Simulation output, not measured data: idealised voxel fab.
Process module, titled voxel transistor to metal
Shown is cross-section cut, with a width of 175 nm and square cells of size 5 nm.
Cross-section layout: square cells on a grid; listed as bands, top to bottom; a band spans one or more cell rows.
Per band: top height and bottom height in nm, followed by the left-to-right materials and their widths in nm; "full width" marks a single material spanning edge to edge, "air" marks empty space.
Heights from 0 (as-received wafer is one material below). Bottom band endless downward, as "from 0 down".
Think of "30->40" as a width that walks from the first number to the second as you go down the band, top row to bottom row, taking equal-sized steps from row to row.
Key: "nothing changed" - step with no changed cell in the cross-section.
If an empty space has no open way to the top and is at least 8 cells in size, "Internal closed voids" lists it, written width x height at distance, where distance is measured from the left edge and every value is in nm.
On a step's line, text after the settings is the simulator commenting on that step.
You can add "overlay nm" to a step's line. For a step with a mask, it describes how far the mask lay to the right of its planned position, and a negative number describes a lay to the left.
Here's what the planned process steps look like:
step 1: RECEIVE: material Si
step 2: OXIDIZE: depth nm 5
step 3: CONFORMAL_DEP: material SiN, thk nm 10
step 4: PATTERN: tone cover, mask id ACTIVE, material resist, width nm 105, thk nm 20, overlay nm 0
step 5: DIRECTIONAL_ETCH: etch materials SiN, depth nm 10
step 6: DIRECTIONAL_ETCH: etch materials SiO2, depth nm 5
step 7: DIRECTIONAL_ETCH: etch materials Si, depth nm 25
step 8: STRIP: etch materials resist
step 9: OXIDIZE: depth nm 5
step 10: FILL_DEP: material SiO2, thk nm 15
step 11: CMP: height nm 10
step 12: SELECTIVE_ETCH: etch materials SiO2, depth nm 5
step 13: STRIP: etch materials SiN
step 14: SELECTIVE_ETCH: etch materials SiO2, depth nm 5
step 15: OXIDIZE: depth nm 5
step 16: DIRECTIONAL_DEP: material polySi, thk nm 20
step 17: DIRECTIONAL_DEP: material SiCN, thk nm 10
step 18: MASKED_ETCH: tone cover, mask id GATE, width nm 25, etch materials SiCN, depth nm 20, overlay nm 0
step 19: MASKED_ETCH: tone cover, mask id GATE, width nm 25, etch materials polySi, depth nm 30, overlay nm 0
step 20: CONFORMAL_DEP: material SiO2, thk nm 5
step 21: DIRECTIONAL_ETCH: etch materials SiO2, depth nm 5
step 22: CONFORMAL_DEP: material SiN, thk nm 10
step 23: DIRECTIONAL_ETCH: etch materials SiN, depth nm 10
step 24: DIRECTIONAL_ETCH: etch materials SiO2, depth nm 5
step 25: DIRECTIONAL_ETCH: etch materials Si, depth nm 15
step 26: EPI: material nSi, thk nm 15
step 27: FILL_DEP: material SiO2, thk nm 5
step 28: CMP: height nm 15
step 29: STRIP: etch materials polySi
step 30: SELECTIVE_ETCH: etch materials SiO2, depth nm 5
step 31: CONFORMAL_DEP: material HfO2, thk nm 5
step 32: CONFORMAL_DEP: material TiN, thk nm 5
step 33: FILL_DEP: material W, thk nm 10
step 34: CMP: height nm 10
step 35: DIRECTIONAL_DEP: material SiO2, thk nm 15
step 36: DIRECTIONAL_DEP: material aC, thk nm 10
step 37: PATTERN: tone open, mask id CONTACT, material resist, width nm 20, pitch nm 75, thk nm 30, overlay nm 0
step 38: DIRECTIONAL_ETCH: etch materials aC, depth nm 10
step 39: STRIP: etch materials resist
step 40: DIRECTIONAL_ETCH: etch materials SiO2, depth nm 20
step 41: STRIP: etch materials aC
step 42: CONFORMAL_DEP: material TiN, thk nm 5
step 43: FILL_DEP: material W, thk nm 10
step 44: CMP: height nm 25
step 45: DIRECTIONAL_DEP: material TiN, thk nm 5
step 46: DIRECTIONAL_DEP: material W, thk nm 15
step 47: PATTERN: tone cover, mask id METAL_1, material resist, width nm 20, pitch nm 75, thk nm 20, overlay nm 0
step 48: DIRECTIONAL_ETCH: etch materials W, depth nm 15
step 49: DIRECTIONAL_ETCH: etch materials TiN, depth nm 5
step 50: STRIP: etch materials resist
step 51: FILL_DEP: material SiO2, thk nm 10
step 52: CMP: height nm 45
step 53: CONFORMAL_DEP: material SiCN, thk nm 5
step 54: DIRECTIONAL_DEP: material SiO2, thk nm 25
step 55: MASKED_ETCH: tone open, mask id METAL_2, width nm 20, pitch nm 75, etch materials SiO2, depth nm 15, overlay nm 0
step 56: MASKED_ETCH: tone open, mask id METAL_2_HOLES, width nm 15, pitch nm 75, etch materials SiO2, depth nm 10, overlay nm 0
step 57: MASKED_ETCH: tone open, mask id METAL_2_HOLES, width nm 15, pitch nm 75, etch materials SiCN, depth nm 5, overlay nm 0
step 58: CONFORMAL_DEP: material TiN, thk nm 5
step 59: FILL_DEP: material Cu, thk nm 5
step 60: CMP: height nm 75
step 61: CONFORMAL_DEP: material SiN, thk nm 5
As received, after step 1:
* from 0 down = Si full width
* Internal closed voids: none
As-planned run: cross-section of the first of two wafers at end of module:
* from 80 to 75 = SiN full width
* from 75 to 65 = 40 of SiO2  5 of TiN  10 of Cu  5 of TiN  55 of SiO2  5 of TiN  10 of Cu  5 of TiN  40 of SiO2
* from 65 to 60 = 40 of SiO2  5 of TiN  5 of Cu  10 of TiN  55 of SiO2  5 of TiN  5 of Cu  10 of TiN  40 of SiO2
* from 60 to 50 = 40 of SiO2  5 of TiN  5 of Cu  5 of TiN  60 of SiO2  5 of TiN  5 of Cu  5 of TiN  45 of SiO2
* from 50 to 45 = 40 of SiCN  15 of TiN  60 of SiCN  15 of TiN  45 of SiCN
* from 45 to 30 = 40 of SiO2  20 of W  55 of SiO2  20 of W  40 of SiO2
* from 30 to 25 = 40 of SiO2  20 of TiN  55 of SiO2  20 of TiN  40 of SiO2
* from 25 to 10 = 40 of SiO2  5 of TiN  10 of W  5 of TiN  55 of SiO2  5 of TiN  10 of W  5 of TiN  40 of SiO2
* from 10 to 5 = 40 of SiO2  20 of TiN  10 of SiN  5 of HfO2  5 of TiN  15 of W  5 of TiN  5 of HfO2  10 of SiN  20 of TiN  40 of SiO2
* from 5 to 0 = 40 of SiO2  20 of nSi  10 of SiN  5 of HfO2  5 of TiN  15 of W  5 of TiN  5 of HfO2  10 of SiN  20 of nSi  40 of SiO2
* from 0 to -5 = 35 of SiO2  10 of SiN  15 of nSi  10 of SiN  5 of HfO2  25 of TiN  5 of HfO2  10 of SiN  15 of nSi  10 of SiN  35 of SiO2
* from -5 to -10 = 45 of SiO2  15 of nSi  10 of SiO2  35 of HfO2  10 of SiO2  15 of nSi  45 of SiO2
* from -10 to -25 = 40 of SiO2  5 of Si  15 of nSi  55 of Si  15 of nSi  5 of Si  40 of SiO2
* from -25 to -35 = 40 of SiO2  95 of Si  40 of SiO2
* from -35 down = Si full width
* Internal closed voids: none
Wafer two cross-section, module end. Start and plan unchanged from wafer one; one mistake made during the run:
* from 80 to 75 = SiN full width
* from 75 to 65 = 40 of SiO2  5 of TiN  10 of Cu  5 of TiN  55 of SiO2  5 of TiN  10 of Cu  5 of TiN  40 of SiO2
* from 65 to 60 = 40 of SiO2  5 of TiN  5 of Cu  10 of TiN  55 of SiO2  5 of TiN  5 of Cu  10 of TiN  40 of SiO2
* from 60 to 50 = 40 of SiO2  5 of TiN  5 of Cu  5 of TiN  60 of SiO2  5 of TiN  5 of Cu  5 of TiN  45 of SiO2
* from 50 to 45 = 40 of SiCN  15 of TiN  60 of SiCN  15 of TiN  45 of SiCN
* from 45 to 30 = 40 of SiO2  20 of W  55 of SiO2  20 of W  40 of SiO2
* from 30 to 25 = 40 of SiO2  20 of TiN  55 of SiO2  20 of TiN  40 of SiO2
* from 25 to 10 = 40 of SiO2  5 of TiN  10 of W  5 of TiN  55 of SiO2  5 of TiN  10 of W  5 of TiN  40 of SiO2
* from 10 to 5 = 40 of SiO2  20 of TiN  10 of SiN  5 of HfO2  5 of TiN  15 of W  5 of TiN  5 of HfO2  10 of SiN  20 of TiN  40 of SiO2
* from 5 to 0 = 45 of SiO2  15 of nSi  10 of SiN  5 of HfO2  5 of TiN  15 of W  5 of TiN  5 of HfO2  10 of SiN  15 of nSi  45 of SiO2
* from 0 to -5 = 40 of SiO2  10 of SiN  10 of nSi  10 of SiN  5 of HfO2  25 of TiN  5 of HfO2  10 of SiN  10 of nSi  10 of SiN  40 of SiO2
* from -5 to -10 = 50 of SiO2  10 of nSi  10 of SiO2  35 of HfO2  10 of SiO2  10 of nSi  50 of SiO2
* from -10 to -25 = 45 of SiO2  5 of Si  10 of nSi  55 of Si  10 of nSi  5 of Si  45 of SiO2
* from -25 to -35 = 45 of SiO2  85 of Si  45 of SiO2
* from -35 down = Si full width
* Internal closed voids: none
Heads up, the wafer didn't run the way we planned it: step 4 was run on a setting that differed from the plan, and what really ran there is PATTERN: tone cover, mask id ACTIVE, material resist, width nm 95, thk nm 20, overlay nm 0
Final tally in cells, some materials are higher or lower on the second wafer than on the first: Si -4, SiO2 +16, nSi -12
